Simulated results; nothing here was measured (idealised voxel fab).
Process module, titled voxel ribs on slabs
For reference, the cross-section in this document is cut, with width 290 nm and square cells of 5 nm.
Cross-section layout: square cells on a grid; listed as bands, top to bottom; a band spans one or more cell rows. Band entry format. Leading values: height of top, height of bottom, nm. Remainder: materials in left-to-right order, each with its width in nm. Special words: "all across" on a single material, which then fills the band edge to edge; "empty", empty space. Counting heights begins at 0, where everything beneath is, in the wafer as received, one material. The lowest band has no bottom; it goes on downwards, as "0 and below" shows. The notation "30->40" denotes a width that varies across the rows of cells in the band, beginning at the first number in the top row, finishing at the second number in the bottom row, and changing by an identical amount from each row to the next. A step reported as "all unchanged" is a step in which no cell of the cross-section changed. For the entry "Trapped voids", the listed items are empty spaces with no open way to the top whose size is 8 cells or more; each item follows the pattern width x height at distance, where distance is from the left edge and all three are in nm. Text after the settings on a step's line: the simulator's own remark on that step. The setting "overlay nm" may be written on the line of a step. When the step uses a mask, the value reports how far to the right of the planned place the mask lay, and a negative value reports that it lay to the left.
## These are the steps we planned for the process
step 1: op RECEIVE | material Si
step 2: op DIRECTIONAL_DEP | material SiO2 | thk nm 25
step 3: op DIRECTIONAL_DEP | material SiN | thk nm 20
step 4: op PATTERN | tone cover | mask id RIB | material resist | width nm 30 | thk nm 15 | overlay nm 0
step 5: op DIRECTIONAL_ETCH | etch materials SiN | depth nm 10
step 6: op STRIP | etch materials resist
step 7: op DIRECTIONAL_DEP | material aC | thk nm 15
step 8: op PATTERN | tone cover | mask id SLAB | material resist | width nm 60 | thk nm 30 | overlay nm 0
step 9: op DIRECTIONAL_ETCH | etch materials aC | depth nm 15
step 10: op STRIP | etch materials resist
step 11: op DIRECTIONAL_ETCH | etch materials SiN | depth nm 10
step 12: op STRIP | etch materials aC
step 13: op FILL_DEP | material SiO2 | thk nm 25
step 14: op CMP | height nm 65
step 15: op DIRECTIONAL_DEP | material TiN | thk nm 5
step 16: op PATTERN | tone cover | mask id HEATER | material resist | width nm 40 | thk nm 15 | overlay nm 0
step 17: op DIRECTIONAL_ETCH | etch materials TiN | depth nm 5
step 18: op STRIP | etch materials resist
step 19: op CONFORMAL_DEP | material SiO2 | thk nm 5
## Run as planned: first of two wafers
## Cross-sectional view of the wafer in its as-received condition, corresponding to the state after step 1
* 0 and below | Si all across
* Trapped voids: none
## Wafer after step 2 (cross-section)
* 25 down to 0 | SiO2 all across
* Lower than 0, everything is as it was.
## Wafer after step 3 (cross-section)
* 45 down to 25 | SiN all across
* Lower than 25, everything is as it was.
## Wafer after step 4 (cross-section)
* 60 down to 45 | empty 130 nm  resist 30 nm  empty 130 nm
* Lower than 45, everything is as it was.
## Wafer after step 5 (cross-section)
* 60 down to 45 | empty 130 nm  resist 30 nm  empty 130 nm
* 45 down to 35 | empty 130 nm  SiN 30 nm  empty 130 nm
* Lower than 35, everything is as it was.
## Wafer after step 6 (cross-section)
* 45 down to 35 | empty 130 nm  SiN 30 nm  empty 130 nm
* Lower than 35, everything is as it was.
## Wafer after step 7 (cross-section)
* 60 down to 50 | empty 130 nm  aC 30 nm  empty 130 nm
* 50 down to 45 | aC all across
* 45 down to 35 | aC 130 nm  SiN 30 nm  aC 130 nm
* Lower than 35, everything is as it was.
## Wafer after step 8 (cross-section)
* 90 down to 60 | empty 115 nm  resist 60 nm  empty 115 nm
* 60 down to 50 | empty 115 nm  resist 15 nm  aC 30 nm  resist 15 nm  empty 115 nm
* Lower than 50, everything is as it was.
## Wafer after step 9 (cross-section)
* 75 down to 60 | empty 115 nm  resist 60 nm  empty 115 nm
* 60 down to 50 | empty 115 nm  resist 15 nm  aC 30 nm  resist 15 nm  empty 115 nm
* 50 down to 45 | empty 115 nm  aC 60 nm  empty 115 nm
* 45 down to 35 | empty 115 nm  aC 15 nm  SiN 30 nm  aC 15 nm  empty 115 nm
* Lower than 35, everything is as it was.
## Wafer after step 10 (cross-section)
* 60 down to 50 | empty 130 nm  aC 30 nm  empty 130 nm
* Lower than 50, everything is as it was.
## Wafer after step 11 (cross-section)
* 60 down to 50 | empty 130 nm  aC 30 nm  empty 130 nm
* 50 down to 45 | empty 115 nm  aC 60 nm  empty 115 nm
* 45 down to 35 | empty 115 nm  aC 15 nm  SiN 30 nm  aC 15 nm  empty 115 nm
* 35 down to 25 | empty 115 nm  SiN 60 nm  empty 115 nm
* Lower than 25, everything is as it was.
## Wafer after step 12 (cross-section)
* 45 down to 35 | empty 130 nm  SiN 30 nm  empty 130 nm
* Lower than 35, everything is as it was.
## Wafer after step 13 (cross-section)
* 70 down to 45 | SiO2 all across
* 45 down to 35 | SiO2 130 nm  SiN 30 nm  SiO2 130 nm
* 35 down to 25 | SiO2 115 nm  SiN 60 nm  SiO2 115 nm
* Lower than 25, everything is as it was.
## Wafer after step 14 (cross-section)
* 65 down to 45 | SiO2 all across
* Lower than 45, everything is as it was.
## Wafer after step 15 (cross-section)
* 70 down to 65 | TiN all across
* Lower than 65, everything is as it was.
## Wafer after step 16 (cross-section)
* 85 down to 70 | empty 125 nm  resist 40 nm  empty 125 nm
* Lower than 70, everything is as it was.
## Wafer after step 17 (cross-section)
* 85 down to 70 | empty 125 nm  resist 40 nm  empty 125 nm
* 70 down to 65 | empty 125 nm  TiN 40 nm  empty 125 nm
* Lower than 65, everything is as it was.
## Wafer after step 18 (cross-section)
* 70 down to 65 | empty 125 nm  TiN 40 nm  empty 125 nm
* Lower than 65, everything is as it was.
## Wafer after step 19 (cross-section)
* 75 down to 70 | empty 120 nm  SiO2 50 nm  empty 120 nm
* 70 down to 65 | SiO2 125 nm  TiN 40 nm  SiO2 125 nm
* Lower than 65, everything is as it was.
## Second wafer - shared start and plan with the first - one error in running - same as the first up to step 1 inclusive
## Second wafer shown in cross-section at the time step 2 was slated to end
* 20 down to 0 | SiN all across
* Lower than 0, everything is as it was.
## Second wafer shown in cross-section at the time step 3 was slated to end
* 45 down to 20 | SiO2 all across
* Lower than 20, everything is as it was.
## Second wafer shown in cross-section at the time step 4 was slated to end
* 60 down to 45 | empty 130 nm  resist 30 nm  empty 130 nm
* Lower than 45, everything is as it was.
Second wafer shown in cross-section at the time step 5 was slated to end: all unchanged
## Second wafer shown in cross-section at the time step 6 was slated to end
* 45 down to 20 | SiO2 all across
* Lower than 20, everything is as it was.
## Second wafer shown in cross-section at the time step 7 was slated to end
* 60 down to 45 | aC all across
* Lower than 45, everything is as it was.
## Second wafer shown in cross-section at the time step 8 was slated to end
* 90 down to 60 | empty 115 nm  resist 60 nm  empty 115 nm
* Lower than 60, everything is as it was.
## Second wafer shown in cross-section at the time step 9 was slated to end
* 75 down to 60 | empty 115 nm  resist 60 nm  empty 115 nm
* 60 down to 45 | empty 115 nm  aC 60 nm  empty 115 nm
* Lower than 45, everything is as it was.
## Second wafer shown in cross-section at the time step 10 was slated to end
* 60 down to 45 | empty 115 nm  aC 60 nm  empty 115 nm
* Lower than 45, everything is as it was.
Second wafer shown in cross-section at the time step 11 was slated to end: all unchanged
## Second wafer shown in cross-section at the time step 12 was slated to end
* 45 down to 20 | SiO2 all across
* Lower than 20, everything is as it was.
## Second wafer shown in cross-section at the time step 13 was slated to end
* 70 down to 20 | SiO2 all across
* Lower than 20, everything is as it was.
## Second wafer shown in cross-section at the time step 14 was slated to end
* 65 down to 20 | SiO2 all across
* Lower than 20, everything is as it was.
## Second wafer shown in cross-section at the time step 15 was slated to end
* 70 down to 65 | TiN all across
* Lower than 65, everything is as it was.
## Second wafer shown in cross-section at the time step 16 was slated to end
* 85 down to 70 | empty 125 nm  resist 40 nm  empty 125 nm
* Lower than 70, everything is as it was.
## Second wafer shown in cross-section at the time step 17 was slated to end
* 85 down to 70 | empty 125 nm  resist 40 nm  empty 125 nm
* 70 down to 65 | empty 125 nm  TiN 40 nm  empty 125 nm
* Lower than 65, everything is as it was.
## Second wafer shown in cross-section at the time step 18 was slated to end
* 70 down to 65 | empty 125 nm  TiN 40 nm  empty 125 nm
* Lower than 65, everything is as it was.
## Second wafer shown in cross-section at the time step 19 was slated to end
* 75 down to 70 | empty 120 nm  SiO2 50 nm  empty 120 nm
* 70 down to 65 | SiO2 125 nm  TiN 40 nm  SiO2 125 nm
* Lower than 65, everything is as it was.
Want to know what went wrong? so 2 and 3 got swapped relative to the plan, each ran where the other was supposed to
Final difference in cells, second wafer against first, listed per material as more or fewer: SiN +196 | SiO2 -196
